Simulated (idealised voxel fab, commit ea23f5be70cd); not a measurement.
The document below concerns the process module designated voxel double patterning.
This is section cut - it's 220 nm across, gridded in 5 nm square cells.
For the purposes of this document, a cross-section shall be understood as a grid of square cells, specified as bands listed in top-to-bottom order, each band consisting of one or more rows of cells.
Top, bottom (nm), then materials left to right with widths (nm); lone material tagged "throughout" fills the whole band edge to edge; "blank" = empty space.
Note: height 0 marks the level under which the wafer is uniformly one material as received. Lowest band unbounded below, written "z 0 and below".
Width spec "30 to 40" -> top row of cells at first value, bottom row at second value, equal per-row change in between.
Given "no modifications" for a step, no cell of the cross-section differs between before and after that step.
Entry "Closed void entries" = empty spaces >= 8 cells with no open way to the top; each as width x height at distance, distance from left edge, all nm.
What comes after the settings on a step's line is commentary from the simulator itself on that step.
If you see "overlay nm" on a step's line and that step has a mask, it's telling you how far right of where it was planned the mask ended up; a negative number means it went left instead.
For the reader: what remains of this document is a series of pairs, each showing a cross-section before one process step and a cross-section after that step which reaches down only to the lowest band that changed, with the step between them and its settings set out under the pair. It should not be assumed that a pair continues from the pair above it; the pairs can come from different runs of this module on the same starting wafer, and such continuity exists only where the entry headed "Pre-step cross-section" says so.

PRE-STEP CROSS-SECTION
* z 0 and below = Si throughout
* Closed void entries: none

SECTIONAL VIEW, POST-PROCESS
* z 10 to 0 = SiO2 throughout
* below 0: unchanged
* Closed void entries: none
The process step separating the two cross-sections depicted above is as follows: CONFORMAL_DEP (material SiO2; thk nm 10)

Pre-step cross-section: starting point is the after cross-section of the pair just above.

SECTIONAL VIEW, POST-PROCESS
* z 30 to 10 = TiN throughout
* below 10: unchanged
* Closed void entries: none
The process step separating the two cross-sections depicted above is as follows: DIRECTIONAL_DEP (material TiN; thk nm 20)

Pre-step cross-section: starting point is the after cross-section of the pair just above.

SECTIONAL VIEW, POST-PROCESS
* z 40 to 30 = SiN throughout
* below 30: unchanged
* Closed void entries: none
The process step separating the two cross-sections depicted above is as follows: DIRECTIONAL_DEP (material SiN; thk nm 10)

Pre-step cross-section: starting point is the after cross-section of the pair just above.

SECTIONAL VIEW, POST-PROCESS
* z 55 to 40 = resist (75); blank (15); resist (35); blank (15); resist (80)
* below 40: unchanged
* Closed void entries: none
The process step separating the two cross-sections depicted above is as follows: PATTERN (tone open; mask id FIRST; material resist; width nm 15; pitch nm 50; thk nm 15; overlay nm 0)

Pre-step cross-section: starting point is the after cross-section of the pair just above.

SECTIONAL VIEW, POST-PROCESS
* z 55 to 40 = resist (75); blank (15); resist (35); blank (15); resist (80)
* z 40 to 30 = SiN (75); blank (15); SiN (35); blank (15); SiN (80)
* below 30: unchanged
* Closed void entries: none
The process step separating the two cross-sections depicted above is as follows: DIRECTIONAL_ETCH (etch materials SiN; depth nm 10)

Pre-step cross-section: starting point is the after cross-section of the pair just above.

SECTIONAL VIEW, POST-PROCESS
* z 40 to 30 = SiN (75); blank (15); SiN (35); blank (15); SiN (80)
* below 30: unchanged
* Closed void entries: none
The process step separating the two cross-sections depicted above is as follows: STRIP (etch materials resist)

Pre-step cross-section: starting point is the after cross-section of the pair just above.

SECTIONAL VIEW, POST-PROCESS
* z 55 to 45 = aC (75); blank (15); aC (35); blank (15); aC (80)
* z 45 to 40 = aC throughout
* z 40 to 30 = SiN (75); aC (15); SiN (35); aC (15); SiN (80)
* below 30: unchanged
* Closed void entries: none
The process step separating the two cross-sections depicted above is as follows: DIRECTIONAL_DEP (material aC; thk nm 15)

Pre-step cross-section: starting point is the after cross-section of the pair just above.

SECTIONAL VIEW, POST-PROCESS
* z 90 to 55 = resist (100); blank (15); resist (105)
* z 55 to 45 = aC (75); resist (15); aC (35); resist (15); aC (80)
* below 45: unchanged
* Closed void entries: none
The process step separating the two cross-sections depicted above is as follows: PATTERN (tone open; mask id SECOND; material resist; width nm 15; thk nm 35; overlay nm 0)

Pre-step cross-section: starting point is the after cross-section of the pair just above.

SECTIONAL VIEW, POST-PROCESS
* z 75 to 55 = resist (100); blank (15); resist (105)
* z 55 to 45 = aC (75); resist (15); aC (10); blank (15); aC (10); resist (15); aC (80)
* z 45 to 40 = aC (100); blank (15); aC (105)
* below 40: unchanged
* Closed void entries: none
The process step separating the two cross-sections depicted above is as follows: DIRECTIONAL_ETCH (etch materials aC; depth nm 15)

Pre-step cross-section: starting point is the after cross-section of the pair just above.

SECTIONAL VIEW, POST-PROCESS
* z 55 to 45 = aC (75); blank (15); aC (10); blank (15); aC (10); blank (15); aC (80)
* below 45: unchanged
* Closed void entries: none
The process step separating the two cross-sections depicted above is as follows: STRIP (etch materials resist)

Pre-step cross-section: starting point is the after cross-section of the pair just above.

SECTIONAL VIEW, POST-PROCESS
* z 55 to 45 = aC (75); blank (15); aC (10); blank (15); aC (10); blank (15); aC (80)
* z 45 to 40 = aC (100); blank (15); aC (105)
* z 40 to 30 = SiN (75); aC (15); SiN (10); blank (15); SiN (10); aC (15); SiN (80)
* below 30: unchanged
* Closed void entries: none
The process step separating the two cross-sections depicted above is as follows: DIRECTIONAL_ETCH (etch materials SiN; depth nm 10)

Pre-step cross-section: starting point is the after cross-section of the pair just above.

SECTIONAL VIEW, POST-PROCESS
* z 40 to 30 = SiN (75); blank (15); SiN (10); blank (15); SiN (10); blank (15); SiN (80)
* below 30: unchanged
* Closed void entries: none
The process step separating the two cross-sections depicted above is as follows: STRIP (etch materials aC)

Pre-step cross-section: starting point is the after cross-section of the pair just above.

SECTIONAL VIEW, POST-PROCESS
* z 40 to 30 = SiN (75); blank (15); SiN (10); blank (15); SiN (10); blank (15); SiN (80)
* z 30 to 10 = TiN (75); blank (15); TiN (10); blank (15); TiN (10); blank (15); TiN (80)
* below 10: unchanged
* Closed void entries: none
The process step separating the two cross-sections depicted above is as follows: DIRECTIONAL_ETCH (etch materials TiN; depth nm 20)

Pre-step cross-section: starting point is the after cross-section of the pair just above.

SECTIONAL VIEW, POST-PROCESS
* z 30 to 10 = TiN (75); blank (15); TiN (10); blank (15); TiN (10); blank (15); TiN (80)
* below 10: unchanged
* Closed void entries: none
The process step separating the two cross-sections depicted above is as follows: STRIP (etch materials SiN)

PRE-STEP CROSS-SECTION
* z 0 and below = Si throughout
* Closed void entries: none

SECTIONAL VIEW, POST-PROCESS
* z 20 to 0 = TiN throughout
* below 0: unchanged
* Closed void entries: none
The process step separating the two cross-sections depicted above is as follows: DIRECTIONAL_DEP (material TiN; thk nm 20)

Pre-step cross-section: starting point is the after cross-section of the pair just above.

SECTIONAL VIEW, POST-PROCESS
* z 30 to 20 = SiN throughout
* below 20: unchanged
* Closed void entries: none
The process step separating the two cross-sections depicted above is as follows: DIRECTIONAL_DEP (material SiN; thk nm 10)

Pre-step cross-section: starting point is the after cross-section of the pair just above.

SECTIONAL VIEW, POST-PROCESS
* z 45 to 30 = resist (75); blank (15); resist (35); blank (15); resist (80)
* below 30: unchanged
* Closed void entries: none
The process step separating the two cross-sections depicted above is as follows: PATTERN (tone open; mask id FIRST; material resist; width nm 15; pitch nm 50; thk nm 15; overlay nm 0)

Pre-step cross-section: starting point is the after cross-section of the pair just above.

SECTIONAL VIEW, POST-PROCESS
* z 45 to 30 = resist (75); blank (15); resist (35); blank (15); resist (80)
* z 30 to 20 = SiN (75); blank (15); SiN (35); blank (15); SiN (80)
* below 20: unchanged
* Closed void entries: none
The process step separating the two cross-sections depicted above is as follows: DIRECTIONAL_ETCH (etch materials SiN; depth nm 10)

Pre-step cross-section: starting point is the after cross-section of the pair just above.

SECTIONAL VIEW, POST-PROCESS
* z 30 to 20 = SiN (75); blank (15); SiN (35); blank (15); SiN (80)
* below 20: unchanged
* Closed void entries: none
The process step separating the two cross-sections depicted above is as follows: STRIP (etch materials resist)

Pre-step cross-section: starting point is the after cross-section of the pair just above.

SECTIONAL VIEW, POST-PROCESS
* z 45 to 35 = aC (75); blank (15); aC (35); blank (15); aC (80)
* z 35 to 30 = aC throughout
* z 30 to 20 = SiN (75); aC (15); SiN (35); aC (15); SiN (80)
* below 20: unchanged
* Closed void entries: none
The process step separating the two cross-sections depicted above is as follows: DIRECTIONAL_DEP (material aC; thk nm 15)

Pre-step cross-section: starting point is the after cross-section of the pair just above.

SECTIONAL VIEW, POST-PROCESS
* z 80 to 45 = resist (100); blank (15); resist (105)
* z 45 to 35 = aC (75); resist (15); aC (35); resist (15); aC (80)
* below 35: unchanged
* Closed void entries: none
The process step separating the two cross-sections depicted above is as follows: PATTERN (tone open; mask id SECOND; material resist; width nm 15; thk nm 35; overlay nm 0)

Pre-step cross-section: starting point is the after cross-section of the pair just above.

SECTIONAL VIEW, POST-PROCESS
* z 65 to 45 = resist (100); blank (15); resist (105)
* z 45 to 35 = aC (75); resist (15); aC (10); blank (15); aC (10); resist (15); aC (80)
* z 35 to 30 = aC (100); blank (15); aC (105)
* below 30: unchanged
* Closed void entries: none
The process step separating the two cross-sections depicted above is as follows: DIRECTIONAL_ETCH (etch materials aC; depth nm 15)

Pre-step cross-section: starting point is the after cross-section of the pair just above.

SECTIONAL VIEW, POST-PROCESS
* z 45 to 35 = aC (75); blank (15); aC (10); blank (15); aC (10); blank (15); aC (80)
* below 35: unchanged
* Closed void entries: none
The process step separating the two cross-sections depicted above is as follows: STRIP (etch materials resist)

Pre-step cross-section: starting point is the after cross-section of the pair just above.

SECTIONAL VIEW, POST-PROCESS
* z 45 to 35 = aC (75); blank (15); aC (10); blank (15); aC (10); blank (15); aC (80)
* z 35 to 30 = aC (100); blank (15); aC (105)
* z 30 to 20 = SiN (75); aC (15); SiN (10); blank (15); SiN (10); aC (15); SiN (80)
* below 20: unchanged
* Closed void entries: none
The process step separating the two cross-sections depicted above is as follows: DIRECTIONAL_ETCH (etch materials SiN; depth nm 10)

Pre-step cross-section: starting point is the after cross-section of the pair just above.

SECTIONAL VIEW, POST-PROCESS
* z 30 to 20 = SiN (75); blank (15); SiN (10); blank (15); SiN (10); blank (15); SiN (80)
* below 20: unchanged
* Closed void entries: none
The process step separating the two cross-sections depicted above is as follows: STRIP (etch materials aC)

Pre-step cross-section: starting point is the after cross-section of the pair just above.

SECTIONAL VIEW, POST-PROCESS
* z 30 to 20 = SiN (75); blank (15); SiN (10); blank (15); SiN (10); blank (15); SiN (80)
* z 20 to 0 = TiN (75); blank (15); TiN (10); blank (15); TiN (10); blank (15); TiN (80)
* below 0: unchanged
* Closed void entries: none
The process step separating the two cross-sections depicted above is as follows: DIRECTIONAL_ETCH (etch materials TiN; depth nm 20)

Pre-step cross-section: starting point is the after cross-section of the pair just above.

SECTIONAL VIEW, POST-PROCESS
* z 20 to 0 = TiN (75); blank (15); TiN (10); blank (15); TiN (10); blank (15); TiN (80)
* below 0: unchanged
* Closed void entries: none
The process step separating the two cross-sections depicted above is as follows: STRIP (etch materials SiN)

PRE-STEP CROSS-SECTION
* z 30 to 10 = TiN throughout
* z 10 to 0 = SiO2 throughout
* z 0 and below = Si throughout
* Closed void entries: none

SECTIONAL VIEW, POST-PROCESS
* z 50 to 10 = TiN throughout
* below 10: unchanged
* Closed void entries: none
The process step separating the two cross-sections depicted above is as follows: DIRECTIONAL_DEP (material TiN; thk nm 20)

Pre-step cross-section: starting point is the after cross-section of the pair just above.

SECTIONAL VIEW, POST-PROCESS
* z 60 to 50 = SiN throughout
* below 50: unchanged
* Closed void entries: none
The process step separating the two cross-sections depicted above is as follows: DIRECTIONAL_DEP (material SiN; thk nm 10)

Pre-step cross-section: starting point is the after cross-section of the pair just above.

SECTIONAL VIEW, POST-PROCESS
* z 75 to 60 = resist (75); blank (15); resist (35); blank (15); resist (80)
* below 60: unchanged
* Closed void entries: none
The process step separating the two cross-sections depicted above is as follows: PATTERN (tone open; mask id FIRST; material resist; width nm 15; pitch nm 50; thk nm 15; overlay nm 0)

Pre-step cross-section: starting point is the after cross-section of the pair just above.

SECTIONAL VIEW, POST-PROCESS
* z 75 to 60 = resist (75); blank (15); resist (35); blank (15); resist (80)
* z 60 to 50 = SiN (75); blank (15); SiN (35); blank (15); SiN (80)
* below 50: unchanged
* Closed void entries: none
The process step separating the two cross-sections depicted above is as follows: DIRECTIONAL_ETCH (etch materials SiN; depth nm 10)

Pre-step cross-section: starting point is the after cross-section of the pair just above.

SECTIONAL VIEW, POST-PROCESS
* z 60 to 50 = SiN (75); blank (15); SiN (35); blank (15); SiN (80)
* below 50: unchanged
* Closed void entries: none
The process step separating the two cross-sections depicted above is as follows: STRIP (etch materials resist)

Pre-step cross-section: starting point is the after cross-section of the pair just above.

SECTIONAL VIEW, POST-PROCESS
* z 75 to 65 = aC (75); blank (15); aC (35); blank (15); aC (80)
* z 65 to 60 = aC throughout
* z 60 to 50 = SiN (75); aC (15); SiN (35); aC (15); SiN (80)
* below 50: unchanged
* Closed void entries: none
The process step separating the two cross-sections depicted above is as follows: DIRECTIONAL_DEP (material aC; thk nm 15)

Pre-step cross-section: starting point is the after cross-section of the pair just above.

SECTIONAL VIEW, POST-PROCESS
* z 110 to 75 = resist (100); blank (15); resist (105)
* z 75 to 65 = aC (75); resist (15); aC (35); resist (15); aC (80)
* below 65: unchanged
* Closed void entries: none
The process step separating the two cross-sections depicted above is as follows: PATTERN (tone open; mask id SECOND; material resist; width nm 15; thk nm 35; overlay nm 0)

Pre-step cross-section: starting point is the after cross-section of the pair just above.

SECTIONAL VIEW, POST-PROCESS
* z 95 to 75 = resist (100); blank (15); resist (105)
* z 75 to 65 = aC (75); resist (15); aC (10); blank (15); aC (10); resist (15); aC (80)
* z 65 to 60 = aC (100); blank (15); aC (105)
* below 60: unchanged
* Closed void entries: none
The process step separating the two cross-sections depicted above is as follows: DIRECTIONAL_ETCH (etch materials aC; depth nm 15)

Pre-step cross-section: starting point is the after cross-section of the pair just above.

SECTIONAL VIEW, POST-PROCESS
* z 75 to 65 = aC (75); blank (15); aC (10); blank (15); aC (10); blank (15); aC (80)
* below 65: unchanged
* Closed void entries: none
The process step separating the two cross-sections depicted above is as follows: STRIP (etch materials resist)

Pre-step cross-section: starting point is the after cross-section of the pair just above.

SECTIONAL VIEW, POST-PROCESS
* z 75 to 65 = aC (75); blank (15); aC (10); blank (15); aC (10); blank (15); aC (80)
* z 65 to 60 = aC (100); blank (15); aC (105)
* z 60 to 50 = SiN (75); aC (15); SiN (10); blank (15); SiN (10); aC (15); SiN (80)
* below 50: unchanged
* Closed void entries: none
The process step separating the two cross-sections depicted above is as follows: DIRECTIONAL_ETCH (etch materials SiN; depth nm 10)

Pre-step cross-section: starting point is the after cross-section of the pair just above.

SECTIONAL VIEW, POST-PROCESS
* z 60 to 50 = SiN (75); blank (15); SiN (10); blank (15); SiN (10); blank (15); SiN (80)
* below 50: unchanged
* Closed void entries: none
The process step separating the two cross-sections depicted above is as follows: STRIP (etch materials aC)

Pre-step cross-section: starting point is the after cross-section of the pair just above.

SECTIONAL VIEW, POST-PROCESS
* z 60 to 50 = SiN (75); blank (15); SiN (10); blank (15); SiN (10); blank (15); SiN (80)
* z 50 to 30 = TiN (75); blank (15); TiN (10); blank (15); TiN (10); blank (15); TiN (80)
* below 30: unchanged
* Closed void entries: none
The process step separating the two cross-sections depicted above is as follows: DIRECTIONAL_ETCH (etch materials TiN; depth nm 20)

Pre-step cross-section: starting point is the after cross-section of the pair just above.

SECTIONAL VIEW, POST-PROCESS
* z 50 to 30 = TiN (75); blank (15); TiN (10); blank (15); TiN (10); blank (15); TiN (80)
* below 30: unchanged
* Closed void entries: none
The process step separating the two cross-sections depicted above is as follows: STRIP (etch materials SiN)

PRE-STEP CROSS-SECTION
* z 20 to 0 = TiN throughout
* z 0 and below = Si throughout
* Closed void entries: none

SECTIONAL VIEW, POST-PROCESS
* z 30 to 20 = SiO2 throughout
* below 20: unchanged
* Closed void entries: none
The process step separating the two cross-sections depicted above is as follows: CONFORMAL_DEP (material SiO2; thk nm 10)

Pre-step cross-section: starting point is the after cross-section of the pair just above.

SECTIONAL VIEW, POST-PROCESS
* z 40 to 30 = SiN throughout
* below 30: unchanged
* Closed void entries: none
The process step separating the two cross-sections depicted above is as follows: DIRECTIONAL_DEP (material SiN; thk nm 10)

Pre-step cross-section: starting point is the after cross-section of the pair just above.

SECTIONAL VIEW, POST-PROCESS
* z 55 to 40 = resist (75); blank (15); resist (35); blank (15); resist (80)
* below 40: unchanged
* Closed void entries: none
The process step separating the two cross-sections depicted above is as follows: PATTERN (tone open; mask id FIRST; material resist; width nm 15; pitch nm 50; thk nm 15; overlay nm 0)

Pre-step cross-section: starting point is the after cross-section of the pair just above.

SECTIONAL VIEW, POST-PROCESS
* z 55 to 40 = resist (75); blank (15); resist (35); blank (15); resist (80)
* z 40 to 30 = SiN (75); blank (15); SiN (35); blank (15); SiN (80)
* below 30: unchanged
* Closed void entries: none
The process step separating the two cross-sections depicted above is as follows: DIRECTIONAL_ETCH (etch materials SiN; depth nm 10)

Pre-step cross-section: starting point is the after cross-section of the pair just above.

SECTIONAL VIEW, POST-PROCESS
* z 40 to 30 = SiN (75); blank (15); SiN (35); blank (15); SiN (80)
* below 30: unchanged
* Closed void entries: none
The process step separating the two cross-sections depicted above is as follows: STRIP (etch materials resist)

Pre-step cross-section: starting point is the after cross-section of the pair just above.

SECTIONAL VIEW, POST-PROCESS
* z 55 to 45 = aC (75); blank (15); aC (35); blank (15); aC (80)
* z 45 to 40 = aC throughout
* z 40 to 30 = SiN (75); aC (15); SiN (35); aC (15); SiN (80)
* below 30: unchanged
* Closed void entries: none
The process step separating the two cross-sections depicted above is as follows: DIRECTIONAL_DEP (material aC; thk nm 15)

Pre-step cross-section: starting point is the after cross-section of the pair just above.

SECTIONAL VIEW, POST-PROCESS
* z 90 to 55 = resist (100); blank (15); resist (105)
* z 55 to 45 = aC (75); resist (15); aC (35); resist (15); aC (80)
* below 45: unchanged
* Closed void entries: none
The process step separating the two cross-sections depicted above is as follows: PATTERN (tone open; mask id SECOND; material resist; width nm 15; thk nm 35; overlay nm 0)

Pre-step cross-section: starting point is the after cross-section of the pair just above.

SECTIONAL VIEW, POST-PROCESS
* z 75 to 55 = resist (100); blank (15); resist (105)
* z 55 to 45 = aC (75); resist (15); aC (10); blank (15); aC (10); resist (15); aC (80)
* z 45 to 40 = aC (100); blank (15); aC (105)
* below 40: unchanged
* Closed void entries: none
The process step separating the two cross-sections depicted above is as follows: DIRECTIONAL_ETCH (etch materials aC; depth nm 15)

Pre-step cross-section: starting point is the after cross-section of the pair just above.

SECTIONAL VIEW, POST-PROCESS
* z 55 to 45 = aC (75); blank (15); aC (10); blank (15); aC (10); blank (15); aC (80)
* below 45: unchanged
* Closed void entries: none
The process step separating the two cross-sections depicted above is as follows: STRIP (etch materials resist)

Pre-step cross-section: starting point is the after cross-section of the pair just above.

SECTIONAL VIEW, POST-PROCESS
* z 55 to 45 = aC (75); blank (15); aC (10); blank (15); aC (10); blank (15); aC (80)
* z 45 to 40 = aC (100); blank (15); aC (105)
* z 40 to 30 = SiN (75); aC (15); SiN (10); blank (15); SiN (10); aC (15); SiN (80)
* below 30: unchanged
* Closed void entries: none
The process step separating the two cross-sections depicted above is as follows: DIRECTIONAL_ETCH (etch materials SiN; depth nm 10)

Pre-step cross-section: starting point is the after cross-section of the pair just above.

SECTIONAL VIEW, POST-PROCESS
* z 40 to 30 = SiN (75); blank (15); SiN (10); blank (15); SiN (10); blank (15); SiN (80)
* below 30: unchanged
* Closed void entries: none
The process step separating the two cross-sections depicted above is as follows: STRIP (etch materials aC)

Pre-step cross-section: starting point is the after cross-section of the pair just above.

SECTIONAL VIEW, POST-PROCESS
* z 30 to 20 = SiO2 throughout
* below 20: unchanged
* Closed void entries: none
The process step separating the two cross-sections depicted above is as follows: STRIP (etch materials SiN)

PRE-STEP CROSS-SECTION
* z 0 and below = Si throughout
* Closed void entries: none

SECTIONAL VIEW, POST-PROCESS
* z 5 to 0 = SiO2 throughout
* below 0: unchanged
* Closed void entries: none
The process step separating the two cross-sections depicted above is as follows: CONFORMAL_DEP (material SiO2; thk nm 5)

Pre-step cross-section: starting point is the after cross-section of the pair just above.

SECTIONAL VIEW, POST-PROCESS
* z 25 to 5 = TiN throughout
* below 5: unchanged
* Closed void entries: none
The process step separating the two cross-sections depicted above is as follows: DIRECTIONAL_DEP (material TiN; thk nm 20)

Pre-step cross-section: starting point is the after cross-section of the pair just above.

SECTIONAL VIEW, POST-PROCESS
* z 35 to 25 = SiN throughout
* below 25: unchanged
* Closed void entries: none
The process step separating the two cross-sections depicted above is as follows: DIRECTIONAL_DEP (material SiN; thk nm 10)

Pre-step cross-section: starting point is the after cross-section of the pair just above.

SECTIONAL VIEW, POST-PROCESS
* z 50 to 35 = resist (75); blank (15); resist (35); blank (15); resist (80)
* below 35: unchanged
* Closed void entries: none
The process step separating the two cross-sections depicted above is as follows: PATTERN (tone open; mask id FIRST; material resist; width nm 15; pitch nm 50; thk nm 15; overlay nm 0)

Pre-step cross-section: starting point is the after cross-section of the pair just above.

SECTIONAL VIEW, POST-PROCESS
* z 50 to 35 = resist (75); blank (15); resist (35); blank (15); resist (80)
* z 35 to 25 = SiN (75); blank (15); SiN (35); blank (15); SiN (80)
* below 25: unchanged
* Closed void entries: none
The process step separating the two cross-sections depicted above is as follows: DIRECTIONAL_ETCH (etch materials SiN; depth nm 10)

Pre-step cross-section: starting point is the after cross-section of the pair just above.

SECTIONAL VIEW, POST-PROCESS
* z 35 to 25 = SiN (75); blank (15); SiN (35); blank (15); SiN (80)
* below 25: unchanged
* Closed void entries: none
The process step separating the two cross-sections depicted above is as follows: STRIP (etch materials resist)

Pre-step cross-section: starting point is the after cross-section of the pair just above.

SECTIONAL VIEW, POST-PROCESS
* z 50 to 40 = aC (75); blank (15); aC (35); blank (15); aC (80)
* z 40 to 35 = aC throughout
* z 35 to 25 = SiN (75); aC (15); SiN (35); aC (15); SiN (80)
* below 25: unchanged
* Closed void entries: none
The process step separating the two cross-sections depicted above is as follows: DIRECTIONAL_DEP (material aC; thk nm 15)

Pre-step cross-section: starting point is the after cross-section of the pair just above.

SECTIONAL VIEW, POST-PROCESS
* z 85 to 50 = resist (100); blank (15); resist (105)
* z 50 to 40 = aC (75); resist (15); aC (35); resist (15); aC (80)
* below 40: unchanged
* Closed void entries: none
The process step separating the two cross-sections depicted above is as follows: PATTERN (tone open; mask id SECOND; material resist; width nm 15; thk nm 35; overlay nm 0)

Pre-step cross-section: starting point is the after cross-section of the pair just above.

SECTIONAL VIEW, POST-PROCESS
* z 70 to 50 = resist (100); blank (15); resist (105)
* z 50 to 40 = aC (75); resist (15); aC (10); blank (15); aC (10); resist (15); aC (80)
* z 40 to 35 = aC (100); blank (15); aC (105)
* below 35: unchanged
* Closed void entries: none
The process step separating the two cross-sections depicted above is as follows: DIRECTIONAL_ETCH (etch materials aC; depth nm 15)

Pre-step cross-section: starting point is the after cross-section of the pair just above.

SECTIONAL VIEW, POST-PROCESS
* z 50 to 40 = aC (75); blank (15); aC (10); blank (15); aC (10); blank (15); aC (80)
* below 40: unchanged
* Closed void entries: none
The process step separating the two cross-sections depicted above is as follows: STRIP (etch materials resist)

Pre-step cross-section: starting point is the after cross-section of the pair just above.

SECTIONAL VIEW, POST-PROCESS
* z 50 to 40 = aC (75); blank (15); aC (10); blank (15); aC (10); blank (15); aC (80)
* z 40 to 35 = aC (100); blank (15); aC (105)
* z 35 to 25 = SiN (75); aC (15); SiN (10); blank (15); SiN (10); aC (15); SiN (80)
* below 25: unchanged
* Closed void entries: none
The process step separating the two cross-sections depicted above is as follows: DIRECTIONAL_ETCH (etch materials SiN; depth nm 10)

Pre-step cross-section: starting point is the after cross-section of the pair just above.

SECTIONAL VIEW, POST-PROCESS
* z 35 to 25 = SiN (75); blank (15); SiN (10); blank (15); SiN (10); blank (15); SiN (80)
* below 25: unchanged
* Closed void entries: none
The process step separating the two cross-sections depicted above is as follows: STRIP (etch materials aC)

Pre-step cross-section: starting point is the after cross-section of the pair just above.

SECTIONAL VIEW, POST-PROCESS
* z 35 to 25 = SiN (75); blank (15); SiN (10); blank (15); SiN (10); blank (15); SiN (80)
* z 25 to 5 = TiN (75); blank (15); TiN (10); blank (15); TiN (10); blank (15); TiN (80)
* below 5: unchanged
* Closed void entries: none
The process step separating the two cross-sections depicted above is as follows: DIRECTIONAL_ETCH (etch materials TiN; depth nm 20)

Pre-step cross-section: starting point is the after cross-section of the pair just above.

SECTIONAL VIEW, POST-PROCESS
* z 25 to 5 = TiN (75); blank (15); TiN (10); blank (15); TiN (10); blank (15); TiN (80)
* below 5: unchanged
* Closed void entries: none
The process step separating the two cross-sections depicted above is as follows: STRIP (etch materials SiN)

PRE-STEP CROSS-SECTION
* z 40 to 30 = SiN throughout
* z 30 to 10 = TiN throughout
* z 10 to 0 = SiO2 throughout
* z 0 and below = Si throughout
* Closed void entries: none

SECTIONAL VIEW, POST-PROCESS
* z 55 to 40 = resist (75); blank (20); resist (30); blank (20); resist (75)
* below 40: unchanged
* Closed void entries: none
The process step separating the two cross-sections depicted above is as follows: PATTERN (tone open; mask id FIRST; material resist; width nm 20; pitch nm 50; thk nm 15; overlay nm 0)

Pre-step cross-section: starting point is the after cross-section of the pair just above.

SECTIONAL VIEW, POST-PROCESS
* z 55 to 40 = resist (75); blank (20); resist (30); blank (20); resist (75)
* z 40 to 30 = SiN (75); blank (20); SiN (30); blank (20); SiN (75)
* below 30: unchanged
* Closed void entries: none
The process step separating the two cross-sections depicted above is as follows: DIRECTIONAL_ETCH (etch materials SiN; depth nm 10)

Pre-step cross-section: starting point is the after cross-section of the pair just above.

SECTIONAL VIEW, POST-PROCESS
* z 40 to 30 = SiN (75); blank (20); SiN (30); blank (20); SiN (75)
* below 30: unchanged
* Closed void entries: none
The process step separating the two cross-sections depicted above is as follows: STRIP (etch materials resist)

Pre-step cross-section: starting point is the after cross-section of the pair just above.

SECTIONAL VIEW, POST-PROCESS
* z 55 to 45 = aC (75); blank (20); aC (30); blank (20); aC (75)
* z 45 to 40 = aC throughout
* z 40 to 30 = SiN (75); aC (20); SiN (30); aC (20); SiN (75)
* below 30: unchanged
* Closed void entries: none
The process step separating the two cross-sections depicted above is as follows: DIRECTIONAL_DEP (material aC; thk nm 15)

Pre-step cross-section: starting point is the after cross-section of the pair just above.

SECTIONAL VIEW, POST-PROCESS
* z 90 to 55 = resist (100); blank (15); resist (105)
* z 55 to 45 = aC (75); resist (20); aC (30); resist (20); aC (75)
* below 45: unchanged
* Closed void entries: none
The process step separating the two cross-sections depicted above is as follows: PATTERN (tone open; mask id SECOND; material resist; width nm 15; thk nm 35; overlay nm 0)

Pre-step cross-section: starting point is the after cross-section of the pair just above.

SECTIONAL VIEW, POST-PROCESS
* z 75 to 55 = resist (100); blank (15); resist (105)
* z 55 to 45 = aC (75); resist (20); aC (5); blank (15); aC (10); resist (20); aC (75)
* z 45 to 40 = aC (100); blank (15); aC (105)
* below 40: unchanged
* Closed void entries: none
The process step separating the two cross-sections depicted above is as follows: DIRECTIONAL_ETCH (etch materials aC; depth nm 15)

Pre-step cross-section: starting point is the after cross-section of the pair just above.

SECTIONAL VIEW, POST-PROCESS
* z 55 to 45 = aC (75); blank (20); aC (5); blank (15); aC (10); blank (20); aC (75)
* below 45: unchanged
* Closed void entries: none
The process step separating the two cross-sections depicted above is as follows: STRIP (etch materials resist)

Pre-step cross-section: starting point is the after cross-section of the pair just above.

SECTIONAL VIEW, POST-PROCESS
* z 55 to 45 = aC (75); blank (20); aC (5); blank (15); aC (10); blank (20); aC (75)
* z 45 to 40 = aC (100); blank (15); aC (105)
* z 40 to 30 = SiN (75); aC (20); SiN (5); blank (15); SiN (10); aC (20); SiN (75)
* below 30: unchanged
* Closed void entries: none
The process step separating the two cross-sections depicted above is as follows: DIRECTIONAL_ETCH (etch materials SiN; depth nm 10)

Pre-step cross-section: starting point is the after cross-section of the pair just above.

SECTIONAL VIEW, POST-PROCESS
* z 40 to 30 = SiN (75); blank (20); SiN (5); blank (15); SiN (10); blank (20); SiN (75)
* below 30: unchanged
* Closed void entries: none
The process step separating the two cross-sections depicted above is as follows: STRIP (etch materials aC)

Pre-step cross-section: starting point is the after cross-section of the pair just above.

SECTIONAL VIEW, POST-PROCESS
* z 40 to 30 = SiN (75); blank (20); SiN (5); blank (15); SiN (10); blank (20); SiN (75)
* z 30 to 10 = TiN (75); blank (20); TiN (5); blank (15); TiN (10); blank (20); TiN (75)
* below 10: unchanged
* Closed void entries: none
The process step separating the two cross-sections depicted above is as follows: DIRECTIONAL_ETCH (etch materials TiN; depth nm 20)

Pre-step cross-section: starting point is the after cross-section of the pair just above.

SECTIONAL VIEW, POST-PROCESS
* z 30 to 10 = TiN (75); blank (20); TiN (5); blank (15); TiN (10); blank (20); TiN (75)
* below 10: unchanged
* Closed void entries: none
The process step separating the two cross-sections depicted above is as follows: STRIP (etch materials SiN)

PRE-STEP CROSS-SECTION
* z 40 to 30 = SiN throughout
* z 30 to 10 = TiN throughout
* z 10 to 0 = SiO2 throughout
* z 0 and below = Si throughout
* Closed void entries: none

SECTIONAL VIEW, POST-PROCESS
* z 55 to 40 = resist (85); blank (15); resist (35); blank (15); resist (70)
* below 40: unchanged
* Closed void entries: none
The process step separating the two cross-sections depicted above is as follows: PATTERN (tone open; mask id FIRST; material resist; width nm 15; pitch nm 50; thk nm 15; overlay nm 10)

Pre-step cross-section: starting point is the after cross-section of the pair just above.

SECTIONAL VIEW, POST-PROCESS
* z 55 to 40 = resist (85); blank (15); resist (35); blank (15); resist (70)
* z 40 to 30 = SiN (85); blank (15); SiN (35); blank (15); SiN (70)
* below 30: unchanged
* Closed void entries: none
The process step separating the two cross-sections depicted above is as follows: DIRECTIONAL_ETCH (etch materials SiN; depth nm 10)

Pre-step cross-section: starting point is the after cross-section of the pair just above.

SECTIONAL VIEW, POST-PROCESS
* z 40 to 30 = SiN (85); blank (15); SiN (35); blank (15); SiN (70)
* below 30: unchanged
* Closed void entries: none
The process step separating the two cross-sections depicted above is as follows: STRIP (etch materials resist)
